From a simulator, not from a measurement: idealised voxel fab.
Documented hereafter: the process module known as voxel double patterning.
In the cross-section labelled cut, the width is 240 nm and each square cell is 5 nm.
Format of a cross-section: grid, square cells. Given as bands. Order: top down. Band: one or more rows of cells. Per band: top height and bottom height in nm, followed by the left-to-right materials and their widths in nm; "all across" marks a single material spanning edge to edge, "blank" marks empty space. Ref level 0: as-received wafer is one material below here. Bottom band extends down with no lower bound ("z 0 and below"). A width such as "30..40" changes by the same amount from each row of cells to the next, from the band's top row to its bottom row. Reading "remained unchanged" for a step: not a cell of the cross-section changed in it. For the entry "Entrapped voids", the listed items are empty spaces with no open way to the top whose size is 8 cells or more; each item follows the pattern width x height at distance, where distance is from the left edge and all three are in nm. The remark found on a step's line after its settings is issued by the simulator itself and pertains to that step. Steps that use a mask can have "overlay nm" on their line. It says how far the mask sat to the right of where it was meant to be. Negative means to the left.

plan
step 1: RECEIVE,material Si
step 2: CONFORMAL_DEP,material SiN,thk nm 5
step 3: DIRECTIONAL_DEP,material SiO2,thk nm 10
step 4: DIRECTIONAL_DEP,material SiCN,thk nm 10
step 5: PATTERN,tone open,mask id FIRST,material resist,width nm 15,pitch nm 50,thk nm 15,overlay nm 0
step 6: DIRECTIONAL_ETCH,etch materials SiCN,depth nm 10
step 7: STRIP,etch materials resist
step 8: MASKED_ETCH,tone open,mask id SECOND,width nm 15,pitch nm 50,etch materials SiCN,depth nm 10,overlay nm 0
step 9: DIRECTIONAL_ETCH,etch materials SiO2,depth nm 10
step 10: STRIP,etch materials SiCN

Cross-section: wafer on arrival = after step 1
	z 0 and below | Si all across
	Entrapped voids: none

Result of the module, cross-sectioned: start per above, plan per above, one error in how it was run
	z 15 to 10 | SiO2 60 nm | blank 15 nm | SiO2 10 nm | blank 15 nm | SiO2 10 nm | blank 15 nm | SiO2 10 nm | blank 15 nm | SiO2 10 nm | blank 15 nm | SiO2 65 nm
	z 10 to 5 | SiO2 all across
	z 5 to 0 | SiN all across
	z 0 and below | Si all across
	Entrapped voids: none
Where did the run depart from the plan? contrary to plan, step 9 was performed as DIRECTIONAL_ETCH,etch materials SiO2,depth nm 5
